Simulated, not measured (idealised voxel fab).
Title: Process Module voxel transistor to metal
Cross-section cut: width 270 nm, square cells of 5 nm.
Cross-section layout: square cells on a grid; listed as bands, top to bottom; a band spans one or more cell rows.
The entry gives the band's vertical extent as a top height and a bottom height in nm, then its horizontal make-up as materials from left to right, each with a width in nm. "air" stands for empty space; a single material marked "edge to edge" fills the band edge to edge.
Heights from 0 (as-received wafer is one material below). Bottom band endless downward, as "0 down".
It should be noted that a width expressed as "30..40" varies in equal increments from row to row of cells within the band, taking the value of the first number at the top row and that of the second number at the bottom row.
Key: "nothing altered" - step with no changed cell in the cross-section.
Closed empty spaces (no open way to the top) of 8 cells or more are what "Enclosed void listing" lists, each as width x height at distance from the left edge, nm for all three.
The remark found on a step's line after its settings is issued by the simulator itself and pertains to that step.
The "overlay nm" setting may appear on a step's line; for a step that uses a mask, it gives how far to the right of its planned position the mask lay, and a negative value indicates the left.
**Set out below are the planned steps of the process**
1) RECEIVE | material Si
2) OXIDIZE | depth nm 5
3) CONFORMAL_DEP | material SiN | thk nm 10
4) MASKED_ETCH | tone cover | mask id ACTIVE | width nm 95 | pitch nm 115 | etch materials SiN | depth nm 10 | overlay nm 0
5) MASKED_ETCH | tone cover | mask id ACTIVE | width nm 95 | pitch nm 115 | etch materials SiO2 | depth nm 5 | overlay nm 0
6) MASKED_ETCH | tone cover | mask id ACTIVE | width nm 95 | pitch nm 115 | etch materials Si | depth nm 25 | overlay nm 0
7) OXIDIZE | depth nm 5
8) FILL_DEP | material SiO2 | thk nm 10
9) CMP | height nm 10
10) SELECTIVE_ETCH | etch materials SiO2 | depth nm 5
11) STRIP | etch materials SiN
12) SELECTIVE_ETCH | etch materials SiO2 | depth nm 5
13) OXIDIZE | depth nm 5
14) DIRECTIONAL_DEP | material polySi | thk nm 30
15) DIRECTIONAL_DEP | material SiCN | thk nm 10
16) MASKED_ETCH | tone cover | mask id GATE | width nm 15 | pitch nm 115 | etch materials SiCN | depth nm 20 | overlay nm 0
17) MASKED_ETCH | tone cover | mask id GATE | width nm 15 | pitch nm 115 | etch materials polySi | depth nm 40 | overlay nm 0
18) CONFORMAL_DEP | material SiO2 | thk nm 5
19) DIRECTIONAL_ETCH | etch materials SiO2 | depth nm 5
20) CONFORMAL_DEP | material SiN | thk nm 10
21) DIRECTIONAL_ETCH | etch materials SiN | depth nm 10
22) DIRECTIONAL_ETCH | etch materials SiO2 | depth nm 5
23) DIRECTIONAL_ETCH | etch materials Si | depth nm 15
24) EPI | material nSi | thk nm 15
25) FILL_DEP | material SiO2 | thk nm 10
26) CMP | height nm 35
27) DIRECTIONAL_DEP | material SiO2 | thk nm 15
28) DIRECTIONAL_DEP | material aC | thk nm 15
29) PATTERN | tone open | mask id CONTACT | material resist | width nm 30 | thk nm 35 | overlay nm 0
30) DIRECTIONAL_ETCH | etch materials aC | depth nm 15
31) STRIP | etch materials resist
32) DIRECTIONAL_ETCH | etch materials SiO2 | depth nm 45
33) STRIP | etch materials aC
34) CONFORMAL_DEP | material TiN | thk nm 5
35) FILL_DEP | material W | thk nm 10
36) CMP | height nm 50
37) DIRECTIONAL_DEP | material TiN | thk nm 5
38) DIRECTIONAL_DEP | material Ru | thk nm 15
39) MASKED_ETCH | tone cover | mask id METAL_1 | width nm 15 | etch materials Ru | depth nm 15 | overlay nm 0
40) MASKED_ETCH | tone cover | mask id METAL_1 | width nm 15 | etch materials TiN | depth nm 5 | overlay nm 0
41) CONFORMAL_DEP | material SiCN | thk nm 5
42) FILL_DEP | material SiO2 | thk nm 5
43) CMP | height nm 70
44) CONFORMAL_DEP | material SiCN | thk nm 5
**Cross-sectional view of the wafer in its as-received condition, corresponding to the state after step 1**
0 down: Si edge to edge
Enclosed void listing: none
**As-planned run: cross-section of the first of two wafers at end of module**
75 to 70: SiCN edge to edge
70 to 55: SiO2: 30, then SiCN: 5, then Ru: 15, then SiCN: 5, then SiO2: 45, then SiCN: 5, then Ru: 15, then SiCN: 5, then SiO2: 20, then SiCN: 5, then Ru: 15, then SiCN: 5, then SiO2: 45, then SiCN: 5, then Ru: 15, then SiCN: 5, then SiO2: 30
55 to 50: SiCN: 35, then TiN: 15, then SiCN: 55, then TiN: 15, then SiCN: 30, then TiN: 15, then SiCN: 55, then TiN: 15, then SiCN: 35
50 to 40: SiO2: 35, then TiN: 5, then W: 20, then TiN: 5, then SiO2: 25, then TiN: 5, then W: 20, then TiN: 5, then SiO2: 30, then TiN: 5, then W: 20, then TiN: 5, then SiO2: 25, then TiN: 5, then W: 20, then TiN: 5, then SiO2: 35
40 to 35: SiO2: 35, then TiN: 5, then W: 10, then TiN: 15, then SiO2: 25, then TiN: 15, then W: 10, then TiN: 5, then SiO2: 30, then TiN: 5, then W: 10, then TiN: 15, then SiO2: 25, then TiN: 15, then W: 10, then TiN: 5, then SiO2: 35
35 to 25: SiO2: 35, then TiN: 5, then W: 10, then TiN: 5, then SiN: 10, then SiO2: 5, then SiCN: 15, then SiO2: 5, then SiN: 10, then TiN: 5, then W: 10, then TiN: 5, then SiO2: 30, then TiN: 5, then W: 10, then TiN: 5, then SiN: 10, then SiO2: 5, then SiCN: 15, then SiO2: 5, then SiN: 10, then TiN: 5, then W: 10, then TiN: 5, then SiO2: 35
25 to 10: SiO2: 35, then TiN: 5, then W: 10, then TiN: 5, then SiN: 10, then SiO2: 5, then polySi: 15, then SiO2: 5, then SiN: 10, then TiN: 5, then W: 10, then TiN: 5, then SiO2: 30, then TiN: 5, then W: 10, then TiN: 5, then SiN: 10, then SiO2: 5, then polySi: 15, then SiO2: 5, then SiN: 10, then TiN: 5, then W: 10, then TiN: 5, then SiO2: 35
10 to 5: SiO2: 35, then TiN: 20, then SiN: 10, then SiO2: 5, then polySi: 15, then SiO2: 5, then SiN: 10, then TiN: 20, then SiO2: 30, then TiN: 20, then SiN: 10, then SiO2: 5, then polySi: 15, then SiO2: 5, then SiN: 10, then TiN: 20, then SiO2: 35
5 to 0: SiO2: 35, then nSi: 20, then SiN: 10, then SiO2: 5, then polySi: 15, then SiO2: 5, then SiN: 10, then nSi: 20, then SiO2: 30, then nSi: 20, then SiN: 10, then SiO2: 5, then polySi: 15, then SiO2: 5, then SiN: 10, then nSi: 20, then SiO2: 35
0 to -5: SiO2: 30, then SiN: 10, then nSi: 15, then SiN: 10, then SiO2: 5, then polySi: 15, then SiO2: 5, then SiN: 10, then nSi: 15, then SiN: 10, then SiO2: 20, then SiN: 10, then nSi: 15, then SiN: 10, then SiO2: 5, then polySi: 15, then SiO2: 5, then SiN: 10, then nSi: 15, then SiN: 10, then SiO2: 30
-5 to -10: SiO2: 40, then nSi: 15, then SiO2: 45, then nSi: 15, then SiO2: 40, then nSi: 15, then SiO2: 45, then nSi: 15, then SiO2: 40
-10 to -25: SiO2: 35, then Si: 5, then nSi: 15, then Si: 45, then nSi: 15, then Si: 5, then SiO2: 30, then Si: 5, then nSi: 15, then Si: 45, then nSi: 15, then Si: 5, then SiO2: 35
-25 to -35: SiO2: 35, then Si: 85, then SiO2: 30, then Si: 85, then SiO2: 35
-35 down: Si edge to edge
Enclosed void listing: none
**Cross-section, wafer two of two, end of module: same start and plan as wafer one, one error in execution**
75 to 70: SiCN edge to edge
70 to 65: SiO2: 30, then SiCN: 5, then Ru: 15, then SiCN: 5, then SiO2: 45, then SiCN: 5, then Ru: 15, then SiCN: 5, then SiO2: 20, then SiCN: 5, then Ru: 15, then SiCN: 5, then SiO2: 45, then SiCN: 5, then Ru: 15, then SiCN: 5, then SiO2: 30
65 to 60: SiCN: 35, then TiN: 15, then SiCN: 55, then TiN: 15, then SiCN: 30, then TiN: 15, then SiCN: 55, then TiN: 15, then SiCN: 35
60 to 50: TiN edge to edge
50 to 40: SiO2: 35, then TiN: 5, then W: 20, then TiN: 5, then SiO2: 25, then TiN: 5, then W: 20, then TiN: 5, then SiO2: 30, then TiN: 5, then W: 20, then TiN: 5, then SiO2: 25, then TiN: 5, then W: 20, then TiN: 5, then SiO2: 35
40 to 35: SiO2: 35, then TiN: 5, then W: 10, then TiN: 15, then SiO2: 25, then TiN: 15, then W: 10, then TiN: 5, then SiO2: 30, then TiN: 5, then W: 10, then TiN: 15, then SiO2: 25, then TiN: 15, then W: 10, then TiN: 5, then SiO2: 35
35 to 25: SiO2: 35, then TiN: 5, then W: 10, then TiN: 5, then SiN: 10, then SiO2: 5, then SiCN: 15, then SiO2: 5, then SiN: 10, then TiN: 5, then W: 10, then TiN: 5, then SiO2: 30, then TiN: 5, then W: 10, then TiN: 5, then SiN: 10, then SiO2: 5, then SiCN: 15, then SiO2: 5, then SiN: 10, then TiN: 5, then W: 10, then TiN: 5, then SiO2: 35
25 to 10: SiO2: 35, then TiN: 5, then W: 10, then TiN: 5, then SiN: 10, then SiO2: 5, then polySi: 15, then SiO2: 5, then SiN: 10, then TiN: 5, then W: 10, then TiN: 5, then SiO2: 30, then TiN: 5, then W: 10, then TiN: 5, then SiN: 10, then SiO2: 5, then polySi: 15, then SiO2: 5, then SiN: 10, then TiN: 5, then W: 10, then TiN: 5, then SiO2: 35
10 to 5: SiO2: 35, then TiN: 20, then SiN: 10, then SiO2: 5, then polySi: 15, then SiO2: 5, then SiN: 10, then TiN: 20, then SiO2: 30, then TiN: 20, then SiN: 10, then SiO2: 5, then polySi: 15, then SiO2: 5, then SiN: 10, then TiN: 20, then SiO2: 35
5 to 0: SiO2: 35, then nSi: 20, then SiN: 10, then SiO2: 5, then polySi: 15, then SiO2: 5, then SiN: 10, then nSi: 20, then SiO2: 30, then nSi: 20, then SiN: 10, then SiO2: 5, then polySi: 15, then SiO2: 5, then SiN: 10, then nSi: 20, then SiO2: 35
0 to -5: SiO2: 30, then SiN: 10, then nSi: 15, then SiN: 10, then SiO2: 5, then polySi: 15, then SiO2: 5, then SiN: 10, then nSi: 15, then SiN: 10, then SiO2: 20, then SiN: 10, then nSi: 15, then SiN: 10, then SiO2: 5, then polySi: 15, then SiO2: 5, then SiN: 10, then nSi: 15, then SiN: 10, then SiO2: 30
-5 to -10: SiO2: 40, then nSi: 15, then SiO2: 45, then nSi: 15, then SiO2: 40, then nSi: 15, then SiO2: 45, then nSi: 15, then SiO2: 40
-10 to -25: SiO2: 35, then Si: 5, then nSi: 15, then Si: 45, then nSi: 15, then Si: 5, then SiO2: 30, then Si: 5, then nSi: 15, then Si: 45, then nSi: 15, then Si: 5, then SiO2: 35
-25 to -35: SiO2: 35, then Si: 85, then SiO2: 30, then Si: 85, then SiO2: 35
-35 down: Si edge to edge
Enclosed void listing: none
It is concluded that the wafer was processed incorrectly with respect to the plan, in that not per plan at step 37, really ran DIRECTIONAL_DEP | material TiN | thk nm 15
Final tally in cells, some materials are higher or lower on the second wafer than on the first: 24 fewer of Ru | 16 fewer of SiCN | 68 fewer of SiO2 | 108 more of TiN
